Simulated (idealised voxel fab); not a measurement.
process module | voxel capacitor over wiring
cross-section cut | 225 nm wide | cells 5 nm
A cross-section is a grid of square cells, given in bands from the top down. A band is one or more rows of cells.
Each band's line starts with the height of the band's top and of its bottom, in nm. Then come its materials from left to right, each with its width in nm. One material with "throughout" fills the band from edge to edge. "air" is empty space.
Height 0 is the level under which the wafer as received is all one material. The lowest band goes on downwards, as in "0 down".
A width such as "30 to 40" changes by the same amount from each row of cells to the next, from the band's top row to its bottom row.
"no change" after a step means that no cell of the cross-section changed.
closed voids: empty space of 8 cells or more with no open way to the top, each as width x height at its distance from the left edge, in nm
after a step's settings: what the simulator itself notes on the step
overlay nm, on a step with a mask: how far to the right of its planned place the mask lay; to the left if negative
plan
1 op RECEIVE | material Si
2 op CONFORMAL_DEP | material SiO2 | thk nm 10
3 op CONFORMAL_DEP | material SiCN | thk nm 5
4 op DIRECTIONAL_DEP | material SiO2 | thk nm 20
5 op PATTERN | tone open | mask id METAL_1 | material resist | width nm 30 | pitch nm 100 | thk nm 20 | overlay nm 0
6 op DIRECTIONAL_ETCH | etch materials SiO2 | depth nm 20
7 op DIRECTIONAL_ETCH | etch materials SiCN | depth nm 5
8 op STRIP | etch materials resist
9 op CONFORMAL_DEP | material TiN | thk nm 5
10 op FILL_DEP | material Cu | thk nm 10
11 op CMP | height nm 35
12 op EPI | material Ru | thk nm 5
13 op FILL_DEP | material SiCN | thk nm 5
14 op DIRECTIONAL_DEP | material lowk | thk nm 20
15 op PATTERN | tone open | mask id PLUG_1 | material resist | width nm 15 | thk nm 20 | overlay nm 0
16 op DIRECTIONAL_ETCH | etch materials lowk | depth nm 20
17 op DIRECTIONAL_ETCH | etch materials SiCN | depth nm 5
18 op STRIP | etch materials resist
19 op CONFORMAL_DEP | material TiN | thk nm 5
20 op FILL_DEP | material W | thk nm 10
21 op CMP | height nm 65
22 op DIRECTIONAL_DEP | material TiN | thk nm 10
23 op DIRECTIONAL_DEP | material Al2O3 | thk nm 5
24 op DIRECTIONAL_DEP | material TiN | thk nm 5
25 op MASKED_ETCH | tone cover | mask id UPPER_PLATE | width nm 75 | etch materials TiN | depth nm 5 | overlay nm 0
26 op MASKED_ETCH | tone cover | mask id UPPER_PLATE | width nm 75 | etch materials Al2O3 | depth nm 5 | overlay nm 0
27 op PATTERN | tone cover | mask id LOWER_PLATE | material resist | width nm 85 | thk nm 15 | overlay nm 0
28 op DIRECTIONAL_ETCH | etch materials TiN | depth nm 10
29 op STRIP | etch materials resist
30 op FILL_DEP | material SiO2 | thk nm 20
31 op CMP | height nm 100
32 op PATTERN | tone open | mask id PLUG_2 | material resist | width nm 15 | thk nm 15 | overlay nm 0
33 op DIRECTIONAL_ETCH | etch materials SiO2 | depth nm 15
34 op STRIP | etch materials resist
35 op CONFORMAL_DEP | material TiN | thk nm 5
36 op FILL_DEP | material W | thk nm 10
37 op CMP | height nm 100
38 op CONFORMAL_DEP | material SiN | thk nm 5
first wafer, as planned
as received, after step 1
  0 down: Si throughout
  closed voids: none
after step 2
  10 to 0: SiO2 throughout
  below 0: unchanged
after step 3
  15 to 10: SiCN throughout
  below 10: unchanged
after step 4
  35 to 15: SiO2 throughout
  below 15: unchanged
after step 5
  55 to 35: resist 45 | air 30 | resist 70 | air 30 | resist 50
  below 35: unchanged
after step 6
  55 to 35: resist 45 | air 30 | resist 70 | air 30 | resist 50
  35 to 15: SiO2 45 | air 30 | SiO2 70 | air 30 | SiO2 50
  below 15: unchanged
after step 7
  55 to 35: resist 45 | air 30 | resist 70 | air 30 | resist 50
  35 to 15: SiO2 45 | air 30 | SiO2 70 | air 30 | SiO2 50
  15 to 10: SiCN 45 | air 30 | SiCN 70 | air 30 | SiCN 50
  below 10: unchanged
after step 8
  35 to 15: SiO2 45 | air 30 | SiO2 70 | air 30 | SiO2 50
  below 15: unchanged
after step 9
  40 to 35: TiN 50 | air 20 | TiN 80 | air 20 | TiN 55
  35 to 15: SiO2 45 | TiN 5 | air 20 | TiN 5 | SiO2 70 | TiN 5 | air 20 | TiN 5 | SiO2 50
  15 to 10: SiCN 45 | TiN 30 | SiCN 70 | TiN 30 | SiCN 50
  below 10: unchanged
after step 10
  50 to 40: Cu throughout
  40 to 35: TiN 50 | Cu 20 | TiN 80 | Cu 20 | TiN 55
  35 to 15: SiO2 45 | TiN 5 | Cu 20 | TiN 5 | SiO2 70 | TiN 5 | Cu 20 | TiN 5 | SiO2 50
  below 15: unchanged
after step 11
  35 to 15: SiO2 45 | TiN 5 | Cu 20 | TiN 5 | SiO2 70 | TiN 5 | Cu 20 | TiN 5 | SiO2 50
  below 15: unchanged
after step 12
  40 to 35: air 40 | Ru 40 | air 60 | Ru 40 | air 45
  below 35: unchanged
after step 13
  45 to 40: SiCN throughout
  40 to 35: SiCN 40 | Ru 40 | SiCN 60 | Ru 40 | SiCN 45
  below 35: unchanged
after step 14
  65 to 45: lowk throughout
  below 45: unchanged
after step 15
  85 to 65: resist 60 | air 15 | resist 150
  below 65: unchanged
after step 16
  85 to 65: resist 60 | air 15 | resist 150
  65 to 45: lowk 60 | air 15 | lowk 150
  below 45: unchanged
after step 17
  85 to 65: resist 60 | air 15 | resist 150
  65 to 45: lowk 60 | air 15 | lowk 150
  45 to 40: SiCN 60 | air 15 | SiCN 150
  below 40: unchanged
after step 18
  65 to 45: lowk 60 | air 15 | lowk 150
  below 45: unchanged
after step 19
  70 to 65: TiN 65 | air 5 | TiN 155
  65 to 45: lowk 60 | TiN 5 | air 5 | TiN 5 | lowk 150
  45 to 40: SiCN 60 | TiN 15 | SiCN 150
  below 40: unchanged
after step 20
  80 to 70: W throughout
  70 to 65: TiN 65 | W 5 | TiN 155
  65 to 45: lowk 60 | TiN 5 | W 5 | TiN 5 | lowk 150
  below 45: unchanged
after step 21
  65 to 45: lowk 60 | TiN 5 | W 5 | TiN 5 | lowk 150
  below 45: unchanged
after step 22
  75 to 65: TiN throughout
  below 65: unchanged
after step 23
  80 to 75: Al2O3 throughout
  below 75: unchanged
after step 24
  85 to 80: TiN throughout
  below 80: unchanged
after step 25
  85 to 80: air 60 | TiN 75 | air 90
  below 80: unchanged
after step 26
  85 to 80: air 60 | TiN 75 | air 90
  80 to 75: air 60 | Al2O3 75 | air 90
  below 75: unchanged
after step 27
  100 to 85: air 55 | resist 85 | air 85
  85 to 80: air 55 | resist 5 | TiN 75 | resist 5 | air 85
  80 to 75: air 55 | resist 5 | Al2O3 75 | resist 5 | air 85
  below 75: unchanged
after step 28
  100 to 85: air 55 | resist 85 | air 85
  85 to 80: air 55 | resist 5 | TiN 75 | resist 5 | air 85
  80 to 75: air 55 | resist 5 | Al2O3 75 | resist 5 | air 85
  75 to 65: air 55 | TiN 85 | air 85
  below 65: unchanged
after step 29
  85 to 80: air 60 | TiN 75 | air 90
  80 to 75: air 60 | Al2O3 75 | air 90
  below 75: unchanged
after step 30
  105 to 85: SiO2 throughout
  85 to 80: SiO2 60 | TiN 75 | SiO2 90
  80 to 75: SiO2 60 | Al2O3 75 | SiO2 90
  75 to 65: SiO2 55 | TiN 85 | SiO2 85
  below 65: unchanged
after step 31
  100 to 85: SiO2 throughout
  below 85: unchanged
after step 32
  115 to 100: resist 70 | air 15 | resist 140
  below 100: unchanged
after step 33
  115 to 100: resist 70 | air 15 | resist 140
  100 to 85: SiO2 70 | air 15 | SiO2 140
  below 85: unchanged
after step 34
  100 to 85: SiO2 70 | air 15 | SiO2 140
  below 85: unchanged
after step 35
  105 to 100: TiN 75 | air 5 | TiN 145
  100 to 90: SiO2 70 | TiN 5 | air 5 | TiN 5 | SiO2 140
  90 to 80: SiO2 70 to 60 | TiN 15 to 75 | SiO2 140 to 90
  below 80: unchanged
after step 36
  115 to 105: W throughout
  105 to 100: TiN 75 | W 5 | TiN 145
  100 to 90: SiO2 70 | TiN 5 | W 5 | TiN 5 | SiO2 140
  below 90: unchanged
after step 37
  100 to 90: SiO2 70 | TiN 5 | W 5 | TiN 5 | SiO2 140
  below 90: unchanged
after step 38
  105 to 100: SiN throughout
  below 100: unchanged
second wafer: like start, like plan, one mistake. Through step 2 it matches the first wafer
when step 3 should have ended
  30 to 0: SiO2 throughout
  below 0: unchanged
when step 4 should have ended
  35 to 30: SiCN throughout
  below 30: unchanged
when step 5 should have ended
  55 to 35: resist 45 | air 30 | resist 70 | air 30 | resist 50
  below 35: unchanged
when step 6 should have ended: no change
when step 7 should have ended
  55 to 35: resist 45 | air 30 | resist 70 | air 30 | resist 50
  35 to 30: SiCN 45 | air 30 | SiCN 70 | air 30 | SiCN 50
  below 30: unchanged
when step 8 should have ended
  35 to 30: SiCN 45 | air 30 | SiCN 70 | air 30 | SiCN 50
  below 30: unchanged
when step 9 should have ended
  40 to 35: TiN 50 | air 20 | TiN 80 | air 20 | TiN 55
  35 to 30: SiCN 45 | TiN 30 | SiCN 70 | TiN 30 | SiCN 50
  below 30: unchanged
when step 10 should have ended
  50 to 40: Cu throughout
  40 to 35: TiN 50 | Cu 20 | TiN 80 | Cu 20 | TiN 55
  below 35: unchanged
when step 11 should have ended
  35 to 30: SiCN 45 | TiN 30 | SiCN 70 | TiN 30 | SiCN 50
  below 30: unchanged
when step 12 should have ended
  40 to 35: air 40 | Ru 40 | air 60 | Ru 40 | air 45
  below 35: unchanged
when step 13 should have ended
  45 to 40: SiCN throughout
  40 to 35: SiCN 40 | Ru 40 | SiCN 60 | Ru 40 | SiCN 45
  below 35: unchanged
when step 14 should have ended
  65 to 45: lowk throughout
  below 45: unchanged
when step 15 should have ended
  85 to 65: resist 60 | air 15 | resist 150
  below 65: unchanged
when step 16 should have ended
  85 to 65: resist 60 | air 15 | resist 150
  65 to 45: lowk 60 | air 15 | lowk 150
  below 45: unchanged
when step 17 should have ended
  85 to 65: resist 60 | air 15 | resist 150
  65 to 45: lowk 60 | air 15 | lowk 150
  45 to 40: SiCN 60 | air 15 | SiCN 150
  below 40: unchanged
when step 18 should have ended
  65 to 45: lowk 60 | air 15 | lowk 150
  below 45: unchanged
when step 19 should have ended
  70 to 65: TiN 65 | air 5 | TiN 155
  65 to 45: lowk 60 | TiN 5 | air 5 | TiN 5 | lowk 150
  45 to 40: SiCN 60 | TiN 15 | SiCN 150
  below 40: unchanged
when step 20 should have ended
  80 to 70: W throughout
  70 to 65: TiN 65 | W 5 | TiN 155
  65 to 45: lowk 60 | TiN 5 | W 5 | TiN 5 | lowk 150
  below 45: unchanged
when step 21 should have ended
  65 to 45: lowk 60 | TiN 5 | W 5 | TiN 5 | lowk 150
  below 45: unchanged
when step 22 should have ended
  75 to 65: TiN throughout
  below 65: unchanged
when step 23 should have ended
  80 to 75: Al2O3 throughout
  below 75: unchanged
when step 24 should have ended
  85 to 80: TiN throughout
  below 80: unchanged
when step 25 should have ended
  85 to 80: air 60 | TiN 75 | air 90
  below 80: unchanged
when step 26 should have ended
  85 to 80: air 60 | TiN 75 | air 90
  80 to 75: air 60 | Al2O3 75 | air 90
  below 75: unchanged
when step 27 should have ended
  100 to 85: air 55 | resist 85 | air 85
  85 to 80: air 55 | resist 5 | TiN 75 | resist 5 | air 85
  80 to 75: air 55 | resist 5 | Al2O3 75 | resist 5 | air 85
  below 75: unchanged
when step 28 should have ended
  100 to 85: air 55 | resist 85 | air 85
  85 to 80: air 55 | resist 5 | TiN 75 | resist 5 | air 85
  80 to 75: air 55 | resist 5 | Al2O3 75 | resist 5 | air 85
  75 to 65: air 55 | TiN 85 | air 85
  below 65: unchanged
when step 29 should have ended
  85 to 80: air 60 | TiN 75 | air 90
  80 to 75: air 60 | Al2O3 75 | air 90
  below 75: unchanged
when step 30 should have ended
  105 to 85: SiO2 throughout
  85 to 80: SiO2 60 | TiN 75 | SiO2 90
  80 to 75: SiO2 60 | Al2O3 75 | SiO2 90
  75 to 65: SiO2 55 | TiN 85 | SiO2 85
  below 65: unchanged
when step 31 should have ended
  100 to 85: SiO2 throughout
  below 85: unchanged
when step 32 should have ended
  115 to 100: resist 70 | air 15 | resist 140
  below 100: unchanged
when step 33 should have ended
  115 to 100: resist 70 | air 15 | resist 140
  100 to 85: SiO2 70 | air 15 | SiO2 140
  below 85: unchanged
when step 34 should have ended
  100 to 85: SiO2 70 | air 15 | SiO2 140
  below 85: unchanged
when step 35 should have ended
  105 to 100: TiN 75 | air 5 | TiN 145
  100 to 90: SiO2 70 | TiN 5 | air 5 | TiN 5 | SiO2 140
  90 to 80: SiO2 70 to 60 | TiN 15 to 75 | SiO2 140 to 90
  below 80: unchanged
when step 36 should have ended
  115 to 105: W throughout
  105 to 100: TiN 75 | W 5 | TiN 145
  100 to 90: SiO2 70 | TiN 5 | W 5 | TiN 5 | SiO2 140
  below 90: unchanged
when step 37 should have ended
  100 to 90: SiO2 70 | TiN 5 | W 5 | TiN 5 | SiO2 140
  below 90: unchanged
when step 38 should have ended
  105 to 100: SiN throughout
  below 100: unchanged
what went wrong: steps 3 and 4 were swapped
at the end the second wafer has, in cells: 32 fewer of Cu | 48 more of SiO2 | 16 fewer of TiN
